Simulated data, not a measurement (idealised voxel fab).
Module name: voxel transistor to metal (process module)
The cross-section shown here is cut; it is 150 nm wide and divided into square cells measuring 5 nm on a side.
In this document a cross-section is written as a grid of square cells. It is given as a series of bands, listed from the top down, and a band is one or more rows of cells. In this notation a band is specified by the heights of its top and bottom, in that order and in nm, after which its materials appear from left to right, each paired with its width in nm. The word "all across" attached to a single material means that material fills the band from edge to edge; the word "blank" stands for empty space. Where do heights start? At 0: under that level the wafer as delivered is made of one material only. And the lowest band has no floor; it just carries on downward, as in "top 0, no bottom". So if you see something like "30 to 40" for the width, read it as the top row of the band sitting at the first number and the bottom row at the second, with every row in between moving by the same amount as the last. "nothing got changed" for a step: no cell of the cross-section changed in that step. "Unvented cavities" enumerates empty spaces isolated from the top, with no open way to it, that contain at least 8 cells, giving each as width x height at distance from the left edge, all three in nm. On a step's line, text after the settings is the simulator commenting on that step. Regarding "overlay nm": on a step with a mask, it is the distance the mask lay to the right of its planned place; a negative value places it to the left.
**Planned process steps**
| 1 | RECEIVE with material Si |
| 2 | OXIDIZE with depth nm 5 |
| 3 | CONFORMAL_DEP with material SiN, thk nm 15 |
| 4 | PATTERN with tone cover, mask id ACTIVE, material resist, width nm 90, thk nm 20, overlay nm 0 |
| 5 | DIRECTIONAL_ETCH with etch materials SiN, depth nm 15 |
| 6 | DIRECTIONAL_ETCH with etch materials SiO2, depth nm 5 |
| 7 | DIRECTIONAL_ETCH with etch materials Si, depth nm 25 |
| 8 | STRIP with etch materials resist |
| 9 | FILL_DEP with material SiO2, thk nm 5 |
| 10 | CMP with height nm 15 |
| 11 | SELECTIVE_ETCH with etch materials SiO2, depth nm 15 |
| 12 | STRIP with etch materials SiN |
| 13 | SELECTIVE_ETCH with etch materials SiO2, depth nm 5 |
| 14 | OXIDIZE with depth nm 5 |
| 15 | DIRECTIONAL_DEP with material polySi, thk nm 25 |
| 16 | DIRECTIONAL_DEP with material SiCN, thk nm 15 |
| 17 | MASKED_ETCH with tone cover, mask id GATE, width nm 20, etch materials SiCN, depth nm 25, overlay nm 0 |
| 18 | MASKED_ETCH with tone cover, mask id GATE, width nm 20, etch materials polySi, depth nm 35, overlay nm 0 |
| 19 | CONFORMAL_DEP with material SiN, thk nm 10 |
| 20 | DIRECTIONAL_ETCH with etch materials SiN, depth nm 10 |
| 21 | DIRECTIONAL_ETCH with etch materials SiO2, depth nm 5 |
| 22 | DIRECTIONAL_ETCH with etch materials Si, depth nm 5 |
| 23 | EPI with material SiGe, thk nm 10 |
| 24 | FILL_DEP with material SiO2, thk nm 5 |
| 25 | CMP with height nm 35 |
| 26 | DIRECTIONAL_DEP with material SiO2, thk nm 15 |
| 27 | PATTERN with tone open, mask id CONTACT, material resist, width nm 15, pitch nm 65, thk nm 20, overlay nm 0 |
| 28 | DIRECTIONAL_ETCH with etch materials SiO2, depth nm 55 |
| 29 | STRIP with etch materials resist |
| 30 | CONFORMAL_DEP with material TiN, thk nm 5 |
| 31 | FILL_DEP with material W, thk nm 10 |
| 32 | CMP with height nm 50 |
| 33 | DIRECTIONAL_DEP with material TiN, thk nm 5 |
| 34 | DIRECTIONAL_DEP with material Ru, thk nm 25 |
| 35 | DIRECTIONAL_DEP with material aC, thk nm 10 |
| 36 | PATTERN with tone cover, mask id METAL_1, material resist, width nm 15, pitch nm 65, thk nm 25, overlay nm 0 |
| 37 | DIRECTIONAL_ETCH with etch materials aC, depth nm 10 |
| 38 | STRIP with etch materials resist |
| 39 | DIRECTIONAL_ETCH with etch materials Ru, depth nm 25 |
| 40 | DIRECTIONAL_ETCH with etch materials TiN, depth nm 5 |
| 41 | STRIP with etch materials aC |
| 42 | CONFORMAL_DEP with material SiN, thk nm 5 |
| 43 | FILL_DEP with material SiO2, thk nm 5 |
| 44 | CMP with height nm 80 |
| 45 | CONFORMAL_DEP with material SiCN, thk nm 5 |
| 46 | DIRECTIONAL_DEP with material SiO2, thk nm 35 |
| 47 | PATTERN with tone open, mask id METAL_2, material resist, width nm 15, pitch nm 65, thk nm 20, overlay nm 0 |
| 48 | DIRECTIONAL_ETCH with etch materials SiO2, depth nm 20 |
| 49 | STRIP with etch materials resist |
| 50 | PATTERN with tone open, mask id METAL_2_HOLES, material resist, width nm 15, pitch nm 65, thk nm 20, overlay nm 0 |
| 51 | DIRECTIONAL_ETCH with etch materials SiO2, depth nm 15 |
| 52 | DIRECTIONAL_ETCH with etch materials SiCN, depth nm 5 |
| 53 | STRIP with etch materials resist |
| 54 | CONFORMAL_DEP with material TiN, thk nm 5 |
| 55 | FILL_DEP with material Ru, thk nm 10 |
| 56 | CMP with height nm 120 |
| 57 | CONFORMAL_DEP with material SiN, thk nm 5 |
**The first wafer of two, processed as planned**
**Cross-section of the incoming wafer, state after step 1**
	top 0, no bottom | Si all across
	Unvented cavities: none
**Wafer xsec, post step 2**
	top 0, bottom -5 | SiO2 all across
	below -5: unchanged
**Wafer xsec, post step 3**
	top 15, bottom 0 | SiN all across
	below 0: unchanged
**Wafer xsec, post step 4**
	top 35, bottom 15 | 30 nm blank, 90 nm resist, 30 nm blank
	below 15: unchanged
**Wafer xsec, post step 5**
	top 35, bottom 15 | 30 nm blank, 90 nm resist, 30 nm blank
	top 15, bottom 0 | 30 nm blank, 90 nm SiN, 30 nm blank
	below 0: unchanged
**Wafer xsec, post step 6**
	top 35, bottom 15 | 30 nm blank, 90 nm resist, 30 nm blank
	top 15, bottom 0 | 30 nm blank, 90 nm SiN, 30 nm blank
	top 0, bottom -5 | 30 nm blank, 90 nm SiO2, 30 nm blank
	below -5: unchanged
**Wafer xsec, post step 7**
	top 35, bottom 15 | 30 nm blank, 90 nm resist, 30 nm blank
	top 15, bottom 0 | 30 nm blank, 90 nm SiN, 30 nm blank
	top 0, bottom -5 | 30 nm blank, 90 nm SiO2, 30 nm blank
	top -5, bottom -30 | 30 nm blank, 90 nm Si, 30 nm blank
	below -30: unchanged
**Wafer xsec, post step 8**
	top 15, bottom 0 | 30 nm blank, 90 nm SiN, 30 nm blank
	below 0: unchanged
**Wafer xsec, post step 9**
	top 20, bottom 15 | SiO2 all across
	top 15, bottom 0 | 30 nm SiO2, 90 nm SiN, 30 nm SiO2
	top 0, bottom -5 | SiO2 all across
	top -5, bottom -30 | 30 nm SiO2, 90 nm Si, 30 nm SiO2
	below -30: unchanged
**Wafer xsec, post step 10**
	top 15, bottom 0 | 30 nm SiO2, 90 nm SiN, 30 nm SiO2
	below 0: unchanged
**Wafer xsec, post step 11**
	top 15, bottom 0 | 30 nm blank, 90 nm SiN, 30 nm blank
	below 0: unchanged
**Wafer xsec, post step 12**
	top 0, bottom -5 | SiO2 all across
	below -5: unchanged
**Wafer xsec, post step 13**
	top -5, bottom -30 | 30 nm SiO2, 90 nm Si, 30 nm SiO2
	below -30: unchanged
**Wafer xsec, post step 14**
	top -5, bottom -10 | SiO2 all across
	below -10: unchanged
**Wafer xsec, post step 15**
	top 20, bottom -5 | polySi all across
	below -5: unchanged
**Wafer xsec, post step 16**
	top 35, bottom 20 | SiCN all across
	below 20: unchanged
**Wafer xsec, post step 17**
	top 35, bottom 20 | 65 nm blank, 20 nm SiCN, 65 nm blank
	below 20: unchanged
**Wafer xsec, post step 18**
	top 35, bottom 20 | 65 nm blank, 20 nm SiCN, 65 nm blank
	top 20, bottom -5 | 65 nm blank, 20 nm polySi, 65 nm blank
	below -5: unchanged
**Wafer xsec, post step 19**
	top 45, bottom 35 | 55 nm blank, 40 nm SiN, 55 nm blank
	top 35, bottom 20 | 55 nm blank, 10 nm SiN, 20 nm SiCN, 10 nm SiN, 55 nm blank
	top 20, bottom 5 | 55 nm blank, 10 nm SiN, 20 nm polySi, 10 nm SiN, 55 nm blank
	top 5, bottom -5 | 65 nm SiN, 20 nm polySi, 65 nm SiN
	below -5: unchanged
**Wafer xsec, post step 20**
	top 35, bottom 20 | 55 nm blank, 10 nm SiN, 20 nm SiCN, 10 nm SiN, 55 nm blank
	top 20, bottom -5 | 55 nm blank, 10 nm SiN, 20 nm polySi, 10 nm SiN, 55 nm blank
	below -5: unchanged
**Wafer xsec, post step 21**
	top 35, bottom 20 | 55 nm blank, 10 nm SiN, 20 nm SiCN, 10 nm SiN, 55 nm blank
	top 20, bottom -5 | 55 nm blank, 10 nm SiN, 20 nm polySi, 10 nm SiN, 55 nm blank
	top -5, bottom -10 | 55 nm blank, 40 nm SiO2, 55 nm blank
	below -10: unchanged
**Wafer xsec, post step 22**
	top 35, bottom 20 | 55 nm blank, 10 nm SiN, 20 nm SiCN, 10 nm SiN, 55 nm blank
	top 20, bottom -5 | 55 nm blank, 10 nm SiN, 20 nm polySi, 10 nm SiN, 55 nm blank
	top -5, bottom -10 | 55 nm blank, 40 nm SiO2, 55 nm blank
	top -10, bottom -15 | 30 nm SiO2, 25 nm blank, 40 nm Si, 25 nm blank, 30 nm SiO2
	below -15: unchanged
**Wafer xsec, post step 23**
	top 35, bottom 20 | 55 nm blank, 10 nm SiN, 20 nm SiCN, 10 nm SiN, 55 nm blank
	top 20, bottom 0 | 55 nm blank, 10 nm SiN, 20 nm polySi, 10 nm SiN, 55 nm blank
	top 0, bottom -5 | 45 nm blank, 10 nm SiGe, 10 nm SiN, 20 nm polySi, 10 nm SiN, 10 nm SiGe, 45 nm blank
	top -5, bottom -10 | 25 nm blank, 30 nm SiGe, 40 nm SiO2, 30 nm SiGe, 25 nm blank
	top -10, bottom -15 | 30 nm SiO2, 25 nm SiGe, 40 nm Si, 25 nm SiGe, 30 nm SiO2
	below -15: unchanged
**Wafer xsec, post step 24**
	top 40, bottom 35 | SiO2 all across
	top 35, bottom 20 | 55 nm SiO2, 10 nm SiN, 20 nm SiCN, 10 nm SiN, 55 nm SiO2
	top 20, bottom 0 | 55 nm SiO2, 10 nm SiN, 20 nm polySi, 10 nm SiN, 55 nm SiO2
	top 0, bottom -5 | 45 nm SiO2, 10 nm SiGe, 10 nm SiN, 20 nm polySi, 10 nm SiN, 10 nm SiGe, 45 nm SiO2
	top -5, bottom -10 | 25 nm SiO2, 30 nm SiGe, 40 nm SiO2, 30 nm SiGe, 25 nm SiO2
	below -10: unchanged
**Wafer xsec, post step 25**
	top 35, bottom 20 | 55 nm SiO2, 10 nm SiN, 20 nm SiCN, 10 nm SiN, 55 nm SiO2
	below 20: unchanged
**Wafer xsec, post step 26**
	top 50, bottom 35 | SiO2 all across
	below 35: unchanged
**Wafer xsec, post step 27**
	top 70, bottom 50 | 35 nm resist, 15 nm blank, 50 nm resist, 15 nm blank, 35 nm resist
	below 50: unchanged
**Wafer xsec, post step 28**
	top 70, bottom 50 | 35 nm resist, 15 nm blank, 50 nm resist, 15 nm blank, 35 nm resist
	top 50, bottom 35 | 35 nm SiO2, 15 nm blank, 50 nm SiO2, 15 nm blank, 35 nm SiO2
	top 35, bottom 20 | 35 nm SiO2, 15 nm blank, 5 nm SiO2, 10 nm SiN, 20 nm SiCN, 10 nm SiN, 5 nm SiO2, 15 nm blank, 35 nm SiO2
	top 20, bottom 0 | 35 nm SiO2, 15 nm blank, 5 nm SiO2, 10 nm SiN, 20 nm polySi, 10 nm SiN, 5 nm SiO2, 15 nm blank, 35 nm SiO2
	top 0, bottom -5 | 35 nm SiO2, 10 nm blank, 10 nm SiGe, 10 nm SiN, 20 nm polySi, 10 nm SiN, 10 nm SiGe, 10 nm blank, 35 nm SiO2
	below -5: unchanged
**Wafer xsec, post step 29**
	top 50, bottom 35 | 35 nm SiO2, 15 nm blank, 50 nm SiO2, 15 nm blank, 35 nm SiO2
	below 35: unchanged
**Wafer xsec, post step 30**
	top 55, bottom 50 | 40 nm TiN, 5 nm blank, 60 nm TiN, 5 nm blank, 40 nm TiN
	top 50, bottom 35 | 35 nm SiO2, 5 nm TiN, 5 nm blank, 5 nm TiN, 50 nm SiO2, 5 nm TiN, 5 nm blank, 5 nm TiN, 35 nm SiO2
	top 35, bottom 20 | 35 nm SiO2, 5 nm TiN, 5 nm blank, 5 nm TiN, 5 nm SiO2, 10 nm SiN, 20 nm SiCN, 10 nm SiN, 5 nm SiO2, 5 nm TiN, 5 nm blank, 5 nm TiN, 35 nm SiO2
	top 20, bottom 5 | 35 nm SiO2, 5 nm TiN, 5 nm blank, 5 nm TiN, 5 nm SiO2, 10 nm SiN, 20 nm polySi, 10 nm SiN, 5 nm SiO2, 5 nm TiN, 5 nm blank, 5 nm TiN, 35 nm SiO2
	top 5, bottom 0 | 35 nm SiO2, 15 nm TiN, 5 nm SiO2, 10 nm SiN, 20 nm polySi, 10 nm SiN, 5 nm SiO2, 15 nm TiN, 35 nm SiO2
	top 0, bottom -5 | 35 nm SiO2, 10 nm TiN, 10 nm SiGe, 10 nm SiN, 20 nm polySi, 10 nm SiN, 10 nm SiGe, 10 nm TiN, 35 nm SiO2
	below -5: unchanged
**Wafer xsec, post step 31**
	top 65, bottom 55 | W all across
	top 55, bottom 50 | 40 nm TiN, 5 nm W, 60 nm TiN, 5 nm W, 40 nm TiN
	top 50, bottom 35 | 35 nm SiO2, 5 nm TiN, 5 nm W, 5 nm TiN, 50 nm SiO2, 5 nm TiN, 5 nm W, 5 nm TiN, 35 nm SiO2
	top 35, bottom 20 | 35 nm SiO2, 5 nm TiN, 5 nm W, 5 nm TiN, 5 nm SiO2, 10 nm SiN, 20 nm SiCN, 10 nm SiN, 5 nm SiO2, 5 nm TiN, 5 nm W, 5 nm TiN, 35 nm SiO2
	top 20, bottom 5 | 35 nm SiO2, 5 nm TiN, 5 nm W, 5 nm TiN, 5 nm SiO2, 10 nm SiN, 20 nm polySi, 10 nm SiN, 5 nm SiO2, 5 nm TiN, 5 nm W, 5 nm TiN, 35 nm SiO2
	below 5: unchanged
**Wafer xsec, post step 32**
	top 50, bottom 35 | 35 nm SiO2, 5 nm TiN, 5 nm W, 5 nm TiN, 50 nm SiO2, 5 nm TiN, 5 nm W, 5 nm TiN, 35 nm SiO2
	below 35: unchanged
**Wafer xsec, post step 33**
	top 55, bottom 50 | TiN all across
	below 50: unchanged
**Wafer xsec, post step 34**
	top 80, bottom 55 | Ru all across
	below 55: unchanged
**Wafer xsec, post step 35**
	top 90, bottom 80 | aC all across
	below 80: unchanged
**Wafer xsec, post step 36**
	top 115, bottom 90 | 35 nm blank, 15 nm resist, 50 nm blank, 15 nm resist, 35 nm blank
	below 90: unchanged
**Wafer xsec, post step 37**
	top 105, bottom 90 | 35 nm blank, 15 nm resist, 50 nm blank, 15 nm resist, 35 nm blank
	top 90, bottom 80 | 35 nm blank, 15 nm aC, 50 nm blank, 15 nm aC, 35 nm blank
	below 80: unchanged
**Wafer xsec, post step 38**
	top 90, bottom 80 | 35 nm blank, 15 nm aC, 50 nm blank, 15 nm aC, 35 nm blank
	below 80: unchanged
**Wafer xsec, post step 39**
	top 90, bottom 80 | 35 nm blank, 15 nm aC, 50 nm blank, 15 nm aC, 35 nm blank
	top 80, bottom 55 | 35 nm blank, 15 nm Ru, 50 nm blank, 15 nm Ru, 35 nm blank
	below 55: unchanged
**Wafer xsec, post step 40**
	top 90, bottom 80 | 35 nm blank, 15 nm aC, 50 nm blank, 15 nm aC, 35 nm blank
	top 80, bottom 55 | 35 nm blank, 15 nm Ru, 50 nm blank, 15 nm Ru, 35 nm blank
	top 55, bottom 50 | 35 nm blank, 15 nm TiN, 50 nm blank, 15 nm TiN, 35 nm blank
	below 50: unchanged
**Wafer xsec, post step 41**
	top 80, bottom 55 | 35 nm blank, 15 nm Ru, 50 nm blank, 15 nm Ru, 35 nm blank
	below 55: unchanged
**Wafer xsec, post step 42**
	top 85, bottom 80 | 30 nm blank, 25 nm SiN, 40 nm blank, 25 nm SiN, 30 nm blank
	top 80, bottom 55 | 30 nm blank, 5 nm SiN, 15 nm Ru, 5 nm SiN, 40 nm blank, 5 nm SiN, 15 nm Ru, 5 nm SiN, 30 nm blank
	top 55, bottom 50 | 35 nm SiN, 15 nm TiN, 50 nm SiN, 15 nm TiN, 35 nm SiN
	below 50: unchanged
**Wafer xsec, post step 43**
	top 90, bottom 85 | SiO2 all across
	top 85, bottom 80 | 30 nm SiO2, 25 nm SiN, 40 nm SiO2, 25 nm SiN, 30 nm SiO2
	top 80, bottom 55 | 30 nm SiO2, 5 nm SiN, 15 nm Ru, 5 nm SiN, 40 nm SiO2, 5 nm SiN, 15 nm Ru, 5 nm SiN, 30 nm SiO2
	below 55: unchanged
**Wafer xsec, post step 44**
	top 80, bottom 55 | 30 nm SiO2, 5 nm SiN, 15 nm Ru, 5 nm SiN, 40 nm SiO2, 5 nm SiN, 15 nm Ru, 5 nm SiN, 30 nm SiO2
	below 55: unchanged
**Wafer xsec, post step 45**
	top 85, bottom 80 | SiCN all across
	below 80: unchanged
**Wafer xsec, post step 46**
	top 120, bottom 85 | SiO2 all across
	below 85: unchanged
**Wafer xsec, post step 47**
	top 140, bottom 120 | 35 nm resist, 15 nm blank, 50 nm resist, 15 nm blank, 35 nm resist
	below 120: unchanged
**Wafer xsec, post step 48**
	top 140, bottom 120 | 35 nm resist, 15 nm blank, 50 nm resist, 15 nm blank, 35 nm resist
	top 120, bottom 100 | 35 nm SiO2, 15 nm blank, 50 nm SiO2, 15 nm blank, 35 nm SiO2
	below 100: unchanged
**Wafer xsec, post step 49**
	top 120, bottom 100 | 35 nm SiO2, 15 nm blank, 50 nm SiO2, 15 nm blank, 35 nm SiO2
	below 100: unchanged
**Wafer xsec, post step 50**
	top 140, bottom 120 | 35 nm resist, 15 nm blank, 50 nm resist, 15 nm blank, 35 nm resist
	below 120: unchanged
**Wafer xsec, post step 51**
	top 140, bottom 120 | 35 nm resist, 15 nm blank, 50 nm resist, 15 nm blank, 35 nm resist
	top 120, bottom 85 | 35 nm SiO2, 15 nm blank, 50 nm SiO2, 15 nm blank, 35 nm SiO2
	below 85: unchanged
**Wafer xsec, post step 52**
	top 140, bottom 120 | 35 nm resist, 15 nm blank, 50 nm resist, 15 nm blank, 35 nm resist
	top 120, bottom 85 | 35 nm SiO2, 15 nm blank, 50 nm SiO2, 15 nm blank, 35 nm SiO2
	top 85, bottom 80 | 35 nm SiCN, 15 nm blank, 50 nm SiCN, 15 nm blank, 35 nm SiCN
	below 80: unchanged
**Wafer xsec, post step 53**
	top 120, bottom 85 | 35 nm SiO2, 15 nm blank, 50 nm SiO2, 15 nm blank, 35 nm SiO2
	below 85: unchanged
**Wafer xsec, post step 54**
	top 125, bottom 120 | 40 nm TiN, 5 nm blank, 60 nm TiN, 5 nm blank, 40 nm TiN
	top 120, bottom 85 | 35 nm SiO2, 5 nm TiN, 5 nm blank, 5 nm TiN, 50 nm SiO2, 5 nm TiN, 5 nm blank, 5 nm TiN, 35 nm SiO2
	top 85, bottom 80 | 35 nm SiCN, 15 nm TiN, 50 nm SiCN, 15 nm TiN, 35 nm SiCN
	below 80: unchanged
**Wafer xsec, post step 55**
	top 135, bottom 125 | Ru all across
	top 125, bottom 120 | 40 nm TiN, 5 nm Ru, 60 nm TiN, 5 nm Ru, 40 nm TiN
	top 120, bottom 85 | 35 nm SiO2, 5 nm TiN, 5 nm Ru, 5 nm TiN, 50 nm SiO2, 5 nm TiN, 5 nm Ru, 5 nm TiN, 35 nm SiO2
	below 85: unchanged
**Wafer xsec, post step 56**
	top 120, bottom 85 | 35 nm SiO2, 5 nm TiN, 5 nm Ru, 5 nm TiN, 50 nm SiO2, 5 nm TiN, 5 nm Ru, 5 nm TiN, 35 nm SiO2
	below 85: unchanged
**Wafer xsec, post step 57**
	top 125, bottom 120 | SiN all across
	below 120: unchanged
**It is to be noted that the second wafer proceeded from the same initial state and according to the same plan as the first, although one mistake was committed in its execution; through step 55, inclusive, the two wafers share an identical history**
Cross-sectional view of the second wafer at the intended end time of process step 56: nothing got changed
**Cross-sectional view of the second wafer at the intended end time of process step 57**
	top 140, bottom 135 | SiN all across
	below 135: unchanged
What was the processing mistake? step 56 of the plan was jumped over and never run
Per the end-of-run cell counts, the second wafer holds more or fewer of some materials than the first: +62 Ru; +28 TiN
